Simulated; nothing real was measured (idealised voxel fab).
A process module follows: voxel self aligned vias.
The cross-section shown here is cut; it is 235 nm wide and divided into square cells measuring 5 nm on a side.
Bands, listed from the top down, are how a cross-section gets written in this document; the cross-section itself is a grid of square cells, and a band is one or more rows of them.
Band: top and bottom heights (nm) first, top before bottom; then materials from left to right, widths in nm. "everywhere" marks a sole material filling the band edge to edge. "air" denotes empty space.
All heights in this document are referenced to 0, defined as the level beneath which the wafer, as received, consists entirely of one material. The lowest band is not bounded below; it extends indefinitely downward and is written in the form "0 and below".
A width such as "30..40" changes by the same amount from each row of cells to the next, from the band's top row to its bottom row.
Take "same as before" at face value: in the step it is given for, the cross-section changed in none of its cells.
Closed empty spaces (no open way to the top) of 8 cells or more are what "Unvented voids" lists, each as width x height at distance from the left edge, nm for all three.
after a step's settings: what the simulator itself notes on the step
If you see "overlay nm" on a step's line and that step has a mask, it's telling you how far right of where it was planned the mask ended up; a negative number means it went left instead.
**These are the steps we planned for the process**
| 1 | RECEIVE, material Si |
| 2 | CONFORMAL_DEP, material SiO2, thk nm 10 |
| 3 | CONFORMAL_DEP, material SiCN, thk nm 5 |
| 4 | DIRECTIONAL_DEP, material lowk, thk nm 30 |
| 5 | DIRECTIONAL_DEP, material aC, thk nm 10 |
| 6 | PATTERN, tone open, mask id LINES, material resist, width nm 20, pitch nm 55, thk nm 30, overlay nm 0 |
| 7 | DIRECTIONAL_ETCH, etch materials aC, depth nm 10 |
| 8 | STRIP, etch materials resist |
| 9 | DIRECTIONAL_ETCH, etch materials lowk, depth nm 30 |
| 10 | STRIP, etch materials aC |
| 11 | CONFORMAL_DEP, material TiN, thk nm 5 |
| 12 | FILL_DEP, material Ru, thk nm 10 |
| 13 | CMP, height nm 45 |
| 14 | SELECTIVE_ETCH, etch materials W Ru TiN, depth nm 10 |
| 15 | FILL_DEP, material SiN, thk nm 10 |
| 16 | CMP, height nm 45 |
| 17 | DIRECTIONAL_DEP, material lowk, thk nm 15 |
| 18 | PATTERN, tone open, mask id VIAS, material resist, width nm 30, pitch nm 110, thk nm 15, overlay nm 0 |
| 19 | DIRECTIONAL_ETCH, etch materials lowk, depth nm 15 |
| 20 | DIRECTIONAL_ETCH, etch materials SiN, depth nm 10 |
| 21 | STRIP, etch materials resist |
| 22 | CONFORMAL_DEP, material TiN, thk nm 5 |
| 23 | FILL_DEP, material Cu, thk nm 5 |
| 24 | CMP, height nm 60 |
| 25 | CONFORMAL_DEP, material SiN, thk nm 5 |
**Concerning the first of two wafers, which was run in accordance with the plan**
**Wafer as received: cross-section following step 1**
0 and below  Si everywhere
Unvented voids: none
**The following cross-section depicts the wafer upon completion of step 2**
10 down to 0  SiO2 everywhere
Below 0, the layers are the same as they were.
**The following cross-section depicts the wafer upon completion of step 3**
15 down to 10  SiCN everywhere
Below 10, the layers are the same as they were.
**The following cross-section depicts the wafer upon completion of step 4**
45 down to 15  lowk everywhere
Below 15, the layers are the same as they were.
**The following cross-section depicts the wafer upon completion of step 5**
55 down to 45  aC everywhere
Below 45, the layers are the same as they were.
**The following cross-section depicts the wafer upon completion of step 6**
85 down to 55  50 of resist; 20 of air; 35 of resist; 20 of air; 35 of resist; 20 of air; 55 of resist
Below 55, the layers are the same as they were.
**The following cross-section depicts the wafer upon completion of step 7**
75 down to 55  50 of resist; 20 of air; 35 of resist; 20 of air; 35 of resist; 20 of air; 55 of resist
55 down to 45  50 of aC; 20 of air; 35 of aC; 20 of air; 35 of aC; 20 of air; 55 of aC
Below 45, the layers are the same as they were.
**The following cross-section depicts the wafer upon completion of step 8**
55 down to 45  50 of aC; 20 of air; 35 of aC; 20 of air; 35 of aC; 20 of air; 55 of aC
Below 45, the layers are the same as they were.
**The following cross-section depicts the wafer upon completion of step 9**
55 down to 45  50 of aC; 20 of air; 35 of aC; 20 of air; 35 of aC; 20 of air; 55 of aC
45 down to 15  50 of lowk; 20 of air; 35 of lowk; 20 of air; 35 of lowk; 20 of air; 55 of lowk
Below 15, the layers are the same as they were.
**The following cross-section depicts the wafer upon completion of step 10**
45 down to 15  50 of lowk; 20 of air; 35 of lowk; 20 of air; 35 of lowk; 20 of air; 55 of lowk
Below 15, the layers are the same as they were.
**The following cross-section depicts the wafer upon completion of step 11**
50 down to 45  55 of TiN; 10 of air; 45 of TiN; 10 of air; 45 of TiN; 10 of air; 60 of TiN
45 down to 20  50 of lowk; 5 of TiN; 10 of air; 5 of TiN; 35 of lowk; 5 of TiN; 10 of air; 5 of TiN; 35 of lowk; 5 of TiN; 10 of air; 5 of TiN; 55 of lowk
20 down to 15  50 of lowk; 20 of TiN; 35 of lowk; 20 of TiN; 35 of lowk; 20 of TiN; 55 of lowk
Below 15, the layers are the same as they were.
**The following cross-section depicts the wafer upon completion of step 12**
60 down to 50  Ru everywhere
50 down to 45  55 of TiN; 10 of Ru; 45 of TiN; 10 of Ru; 45 of TiN; 10 of Ru; 60 of TiN
45 down to 20  50 of lowk; 5 of TiN; 10 of Ru; 5 of TiN; 35 of lowk; 5 of TiN; 10 of Ru; 5 of TiN; 35 of lowk; 5 of TiN; 10 of Ru; 5 of TiN; 55 of lowk
Below 20, the layers are the same as they were.
**The following cross-section depicts the wafer upon completion of step 13**
45 down to 20  50 of lowk; 5 of TiN; 10 of Ru; 5 of TiN; 35 of lowk; 5 of TiN; 10 of Ru; 5 of TiN; 35 of lowk; 5 of TiN; 10 of Ru; 5 of TiN; 55 of lowk
Below 20, the layers are the same as they were.
**The following cross-section depicts the wafer upon completion of step 14**
45 down to 35  50 of lowk; 20 of air; 35 of lowk; 20 of air; 35 of lowk; 20 of air; 55 of lowk
Below 35, the layers are the same as they were.
**The following cross-section depicts the wafer upon completion of step 15**
55 down to 45  SiN everywhere
45 down to 35  50 of lowk; 20 of SiN; 35 of lowk; 20 of SiN; 35 of lowk; 20 of SiN; 55 of lowk
Below 35, the layers are the same as they were.
**The following cross-section depicts the wafer upon completion of step 16**
45 down to 35  50 of lowk; 20 of SiN; 35 of lowk; 20 of SiN; 35 of lowk; 20 of SiN; 55 of lowk
Below 35, the layers are the same as they were.
**The following cross-section depicts the wafer upon completion of step 17**
60 down to 45  lowk everywhere
Below 45, the layers are the same as they were.
**The following cross-section depicts the wafer upon completion of step 18**
75 down to 60  45 of resist; 30 of air; 80 of resist; 30 of air; 50 of resist
Below 60, the layers are the same as they were.
**The following cross-section depicts the wafer upon completion of step 19**
75 down to 60  45 of resist; 30 of air; 80 of resist; 30 of air; 50 of resist
60 down to 45  45 of lowk; 30 of air; 80 of lowk; 30 of air; 50 of lowk
Below 45, the layers are the same as they were.
**The following cross-section depicts the wafer upon completion of step 20**
75 down to 60  45 of resist; 30 of air; 80 of resist; 30 of air; 50 of resist
60 down to 45  45 of lowk; 30 of air; 80 of lowk; 30 of air; 50 of lowk
45 down to 35  50 of lowk; 20 of air; 35 of lowk; 20 of SiN; 35 of lowk; 20 of air; 55 of lowk
Below 35, the layers are the same as they were.
**The following cross-section depicts the wafer upon completion of step 21**
60 down to 45  45 of lowk; 30 of air; 80 of lowk; 30 of air; 50 of lowk
Below 45, the layers are the same as they were.
**The following cross-section depicts the wafer upon completion of step 22**
65 down to 60  50 of TiN; 20 of air; 90 of TiN; 20 of air; 55 of TiN
60 down to 50  45 of lowk; 5 of TiN; 20 of air; 5 of TiN; 80 of lowk; 5 of TiN; 20 of air; 5 of TiN; 50 of lowk
50 down to 45  45 of lowk; 10 of TiN; 10 of air; 10 of TiN; 80 of lowk; 10 of TiN; 10 of air; 10 of TiN; 50 of lowk
45 down to 40  50 of lowk; 5 of TiN; 10 of air; 5 of TiN; 35 of lowk; 20 of SiN; 35 of lowk; 5 of TiN; 10 of air; 5 of TiN; 55 of lowk
40 down to 35  50 of lowk; 20 of TiN; 35 of lowk; 20 of SiN; 35 of lowk; 20 of TiN; 55 of lowk
Below 35, the layers are the same as they were.
**The following cross-section depicts the wafer upon completion of step 23**
70 down to 65  Cu everywhere
65 down to 60  50 of TiN; 20 of Cu; 90 of TiN; 20 of Cu; 55 of TiN
60 down to 50  45 of lowk; 5 of TiN; 20 of Cu; 5 of TiN; 80 of lowk; 5 of TiN; 20 of Cu; 5 of TiN; 50 of lowk
50 down to 45  45 of lowk; 10 of TiN; 10 of Cu; 10 of TiN; 80 of lowk; 10 of TiN; 10 of Cu; 10 of TiN; 50 of lowk
45 down to 40  50 of lowk; 5 of TiN; 10 of Cu; 5 of TiN; 35 of lowk; 20 of SiN; 35 of lowk; 5 of TiN; 10 of Cu; 5 of TiN; 55 of lowk
Below 40, the layers are the same as they were.
**The following cross-section depicts the wafer upon completion of step 24**
60 down to 50  45 of lowk; 5 of TiN; 20 of Cu; 5 of TiN; 80 of lowk; 5 of TiN; 20 of Cu; 5 of TiN; 50 of lowk
Below 50, the layers are the same as they were.
**The following cross-section depicts the wafer upon completion of step 25**
65 down to 60  SiN everywhere
Below 60, the layers are the same as they were.
**Second wafer - shared start and plan with the first - one error in running - same as the first up to step 18 inclusive**
**Cross-section of the second wafer at the time by which step 19 should have been completed according to the plan**
75 down to 60  45 of resist; 30 of air; 80 of resist; 30 of air; 50 of resist
60 down to 45  45 of lowk; 30 of air; 80 of lowk; 30 of air; 50 of lowk
45 down to 35  45 of lowk; 5 of air; 20 of SiN; 5 of air; 30 of lowk; 20 of SiN; 30 of lowk; 5 of air; 20 of SiN; 5 of air; 50 of lowk
35 down to 30  45 of lowk; 5 of air; 5 of TiN; 10 of Ru; 5 of TiN; 5 of air; 30 of lowk; 5 of TiN; 10 of Ru; 5 of TiN; 30 of lowk; 5 of air; 5 of TiN; 10 of Ru; 5 of TiN; 5 of air; 50 of lowk
Below 30, the layers are the same as they were.
**Cross-section of the second wafer at the time by which step 20 should have been completed according to the plan**
75 down to 60  45 of resist; 30 of air; 80 of resist; 30 of air; 50 of resist
60 down to 45  45 of lowk; 30 of air; 80 of lowk; 30 of air; 50 of lowk
45 down to 35  45 of lowk; 30 of air; 30 of lowk; 20 of SiN; 30 of lowk; 30 of air; 50 of lowk
Below 35, the layers are the same as they were.
**Cross-section of the second wafer at the time by which step 21 should have been completed according to the plan**
60 down to 45  45 of lowk; 30 of air; 80 of lowk; 30 of air; 50 of lowk
Below 45, the layers are the same as they were.
**Cross-section of the second wafer at the time by which step 22 should have been completed according to the plan**
65 down to 60  50 of TiN; 20 of air; 90 of TiN; 20 of air; 55 of TiN
60 down to 45  45 of lowk; 5 of TiN; 20 of air; 5 of TiN; 80 of lowk; 5 of TiN; 20 of air; 5 of TiN; 50 of lowk
45 down to 40  45 of lowk; 5 of TiN; 20 of air; 5 of TiN; 30 of lowk; 20 of SiN; 30 of lowk; 5 of TiN; 20 of air; 5 of TiN; 50 of lowk
40 down to 35  45 of lowk; 30 of TiN; 30 of lowk; 20 of SiN; 30 of lowk; 30 of TiN; 50 of lowk
35 down to 30  45 of lowk; 10 of TiN; 10 of Ru; 10 of TiN; 30 of lowk; 5 of TiN; 10 of Ru; 5 of TiN; 30 of lowk; 10 of TiN; 10 of Ru; 10 of TiN; 50 of lowk
Below 30, the layers are the same as they were.
**Cross-section of the second wafer at the time by which step 23 should have been completed according to the plan**
70 down to 65  Cu everywhere
65 down to 60  50 of TiN; 20 of Cu; 90 of TiN; 20 of Cu; 55 of TiN
60 down to 45  45 of lowk; 5 of TiN; 20 of Cu; 5 of TiN; 80 of lowk; 5 of TiN; 20 of Cu; 5 of TiN; 50 of lowk
45 down to 40  45 of lowk; 5 of TiN; 20 of Cu; 5 of TiN; 30 of lowk; 20 of SiN; 30 of lowk; 5 of TiN; 20 of Cu; 5 of TiN; 50 of lowk
Below 40, the layers are the same as they were.
**Cross-section of the second wafer at the time by which step 24 should have been completed according to the plan**
60 down to 45  45 of lowk; 5 of TiN; 20 of Cu; 5 of TiN; 80 of lowk; 5 of TiN; 20 of Cu; 5 of TiN; 50 of lowk
Below 45, the layers are the same as they were.
**Cross-section of the second wafer at the time by which step 25 should have been completed according to the plan**
65 down to 60  SiN everywhere
Below 60, the layers are the same as they were.
Deviation noted in wafer processing: it should be noted that step 19 of the plan was executed twice
Final comparison by cell count, materials where the second wafer has more or fewer than the first: Cu +8, TiN +4, lowk -12
